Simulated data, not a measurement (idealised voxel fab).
Proc. module: voxel fin reveal
150 nm wide, 5 nm square cells: that's cross-section cut.
Cross-sections here: square-cell grids, written as top-down lists of bands, a band being one or more rows of cells.
This entry defines a band. It first specifies the height of the band's top and the height of its bottom in nm, and then specifies the band's materials from left to right, stating each material with its width in nm. The word "full width" identifies a single material that fills the band from edge to edge, while the word "blank" identifies empty space.
For the purposes of this specification, 0 denotes the height below which the wafer in its as-received condition is composed wholly of one material, and the lowermost band, lacking a lower limit, extends downward without end, as expressed in "0 and below".
Width "30..40": first value at the band's top row of cells, second value at its bottom row, equal change from row to row.
It should be understood that the words "nothing changed", when stated for a given step, signify that the cross-section underwent no change in any of its cells during that step.
"Enclosed cavity list" lists enclosed empty spaces (at least 8 cells, no open path upward to the top), each as width x height at distance from the left edge, in nm.
Where a step's line continues beyond its settings, the continuation is a remark by the simulator itself on that step.
The line of a step may include "overlay nm". On a step with a mask, this value is how far to the right of its planned place the mask lay. A negative value means the mask lay to the left.

Set out below are the planned steps of the process
| 1 | RECEIVE, material Si |
| 2 | CONFORMAL_DEP, material SiN, thk nm 10 |
| 3 | DIRECTIONAL_DEP, material aC, thk nm 15 |
| 4 | PATTERN, tone cover, mask id FINS, material resist, width nm 15, pitch nm 40, thk nm 30, overlay nm 0 |
| 5 | DIRECTIONAL_ETCH, etch materials aC, depth nm 15 |
| 6 | STRIP, etch materials resist |
| 7 | DIRECTIONAL_ETCH, etch materials SiN, depth nm 10 |
| 8 | DIRECTIONAL_ETCH, etch materials Si, depth nm 40 |
| 9 | STRIP, etch materials aC |
| 10 | OXIDIZE, depth nm 5 |
| 11 | FILL_DEP, material SiO2, thk nm 15 |
| 12 | CMP, height nm 10 |
| 13 | SELECTIVE_ETCH, etch materials SiO2, depth nm 35 |
| 14 | STRIP, etch materials SiN |

Concerning the first of two wafers, which was run in accordance with the plan

Here's what the wafer looked like in cross-section when it arrived - that's after step 1
	0 and below | Si full width
	Enclosed cavity list: none

Wafer after step 2 (cross-section)
	10 down to 0 | SiN full width
	At heights below 0, the structure remains unaltered.

Wafer after step 3 (cross-section)
	25 down to 10 | aC full width
	At heights below 10, the structure remains unaltered.

Wafer after step 4 (cross-section)
	55 down to 25 | blank: 25, resist: 15, blank: 25, resist: 15, blank: 25, resist: 15, blank: 30
	At heights below 25, the structure remains unaltered.

Wafer after step 5 (cross-section)
	40 down to 25 | blank: 25, resist: 15, blank: 25, resist: 15, blank: 25, resist: 15, blank: 30
	25 down to 10 | blank: 25, aC: 15, blank: 25, aC: 15, blank: 25, aC: 15, blank: 30
	At heights below 10, the structure remains unaltered.

Wafer after step 6 (cross-section)
	25 down to 10 | blank: 25, aC: 15, blank: 25, aC: 15, blank: 25, aC: 15, blank: 30
	At heights below 10, the structure remains unaltered.

Wafer after step 7 (cross-section)
	25 down to 10 | blank: 25, aC: 15, blank: 25, aC: 15, blank: 25, aC: 15, blank: 30
	10 down to 0 | blank: 25, SiN: 15, blank: 25, SiN: 15, blank: 25, SiN: 15, blank: 30
	At heights below 0, the structure remains unaltered.

Wafer after step 8 (cross-section)
	25 down to 10 | blank: 25, aC: 15, blank: 25, aC: 15, blank: 25, aC: 15, blank: 30
	10 down to 0 | blank: 25, SiN: 15, blank: 25, SiN: 15, blank: 25, SiN: 15, blank: 30
	0 down to -40 | blank: 25, Si: 15, blank: 25, Si: 15, blank: 25, Si: 15, blank: 30
	At heights below -40, the structure remains unaltered.

Wafer after step 9 (cross-section)
	10 down to 0 | blank: 25, SiN: 15, blank: 25, SiN: 15, blank: 25, SiN: 15, blank: 30
	At heights below 0, the structure remains unaltered.

Wafer after step 10 (cross-section)
	10 down to 0 | blank: 25, SiN: 15, blank: 25, SiN: 15, blank: 25, SiN: 15, blank: 30
	0 down to -40 | blank: 25, SiO2: 5, Si: 5, SiO2: 5, blank: 25, SiO2: 5, Si: 5, SiO2: 5, blank: 25, SiO2: 5, Si: 5, SiO2: 5, blank: 30
	-40 down to -45 | SiO2: 30, Si: 5, SiO2: 35, Si: 5, SiO2: 35, Si: 5, SiO2: 35
	At heights below -45, the structure remains unaltered.

Wafer after step 11 (cross-section)
	25 down to 10 | SiO2 full width
	10 down to 0 | SiO2: 25, SiN: 15, SiO2: 25, SiN: 15, SiO2: 25, SiN: 15, SiO2: 30
	0 down to -45 | SiO2: 30, Si: 5, SiO2: 35, Si: 5, SiO2: 35, Si: 5, SiO2: 35
	At heights below -45, the structure remains unaltered.

Wafer after step 12 (cross-section)
	10 down to 0 | SiO2: 25, SiN: 15, SiO2: 25, SiN: 15, SiO2: 25, SiN: 15, SiO2: 30
	At heights below 0, the structure remains unaltered.

Wafer after step 13 (cross-section)
	10 down to 0 | blank: 25, SiN: 15, blank: 25, SiN: 15, blank: 25, SiN: 15, blank: 30
	0 down to -25 | blank: 30, Si: 5, blank: 35, Si: 5, blank: 35, Si: 5, blank: 35
	At heights below -25, the structure remains unaltered.

Wafer after step 14 (cross-section)
	0 down to -25 | blank: 30, Si: 5, blank: 35, Si: 5, blank: 35, Si: 5, blank: 35
	At heights below -25, the structure remains unaltered.

Second wafer: same start and same plan as the first, one execution error; identical to the first through step 3

At the planned end of step 4, the second wafer in cross-section
	55 down to 25 | resist: 25, blank: 15, resist: 25, blank: 15, resist: 25, blank: 15, resist: 30
	At heights below 25, the structure remains unaltered.

At the planned end of step 5, the second wafer in cross-section
	40 down to 25 | resist: 25, blank: 15, resist: 25, blank: 15, resist: 25, blank: 15, resist: 30
	25 down to 10 | aC: 25, blank: 15, aC: 25, blank: 15, aC: 25, blank: 15, aC: 30
	At heights below 10, the structure remains unaltered.

At the planned end of step 6, the second wafer in cross-section
	25 down to 10 | aC: 25, blank: 15, aC: 25, blank: 15, aC: 25, blank: 15, aC: 30
	At heights below 10, the structure remains unaltered.

At the planned end of step 7, the second wafer in cross-section
	25 down to 10 | aC: 25, blank: 15, aC: 25, blank: 15, aC: 25, blank: 15, aC: 30
	10 down to 0 | SiN: 25, blank: 15, SiN: 25, blank: 15, SiN: 25, blank: 15, SiN: 30
	At heights below 0, the structure remains unaltered.

At the planned end of step 8, the second wafer in cross-section
	25 down to 10 | aC: 25, blank: 15, aC: 25, blank: 15, aC: 25, blank: 15, aC: 30
	10 down to 0 | SiN: 25, blank: 15, SiN: 25, blank: 15, SiN: 25, blank: 15, SiN: 30
	0 down to -40 | Si: 25, blank: 15, Si: 25, blank: 15, Si: 25, blank: 15, Si: 30
	At heights below -40, the structure remains unaltered.

At the planned end of step 9, the second wafer in cross-section
	10 down to 0 | SiN: 25, blank: 15, SiN: 25, blank: 15, SiN: 25, blank: 15, SiN: 30
	At heights below 0, the structure remains unaltered.

At the planned end of step 10, the second wafer in cross-section
	10 down to 0 | SiN: 25, blank: 15, SiN: 25, blank: 15, SiN: 25, blank: 15, SiN: 30
	0 down to -40 | Si: 20, SiO2: 5, blank: 15, SiO2: 5, Si: 15, SiO2: 5, blank: 15, SiO2: 5, Si: 15, SiO2: 5, blank: 15, SiO2: 5, Si: 25
	-40 down to -45 | Si: 20, SiO2: 25, Si: 15, SiO2: 25, Si: 15, SiO2: 25, Si: 25
	At heights below -45, the structure remains unaltered.

At the planned end of step 11, the second wafer in cross-section
	25 down to 10 | SiO2 full width
	10 down to 0 | SiN: 25, SiO2: 15, SiN: 25, SiO2: 15, SiN: 25, SiO2: 15, SiN: 30
	0 down to -45 | Si: 20, SiO2: 25, Si: 15, SiO2: 25, Si: 15, SiO2: 25, Si: 25
	At heights below -45, the structure remains unaltered.

At the planned end of step 12, the second wafer in cross-section
	10 down to 0 | SiN: 25, SiO2: 15, SiN: 25, SiO2: 15, SiN: 25, SiO2: 15, SiN: 30
	At heights below 0, the structure remains unaltered.

At the planned end of step 13, the second wafer in cross-section
	10 down to 0 | SiN: 25, blank: 15, SiN: 25, blank: 15, SiN: 25, blank: 15, SiN: 30
	0 down to -25 | Si: 20, blank: 25, Si: 15, blank: 25, Si: 15, blank: 25, Si: 25
	At heights below -25, the structure remains unaltered.

At the planned end of step 14, the second wafer in cross-section
	0 down to -25 | Si: 20, blank: 25, Si: 15, blank: 25, Si: 15, blank: 25, Si: 25
	At heights below -25, the structure remains unaltered.
It is concluded that the wafer was processed incorrectly with respect to the plan, in that it should be noted that step 4 was executed with settings other than those planned, the operation and settings actually applied being PATTERN, tone open, mask id FINS, material resist, width nm 15, pitch nm 40, thk nm 30, overlay nm 0
Per the end-of-run cell counts, the second wafer holds more or fewer of some materials than the first: +108 Si; -48 SiO2
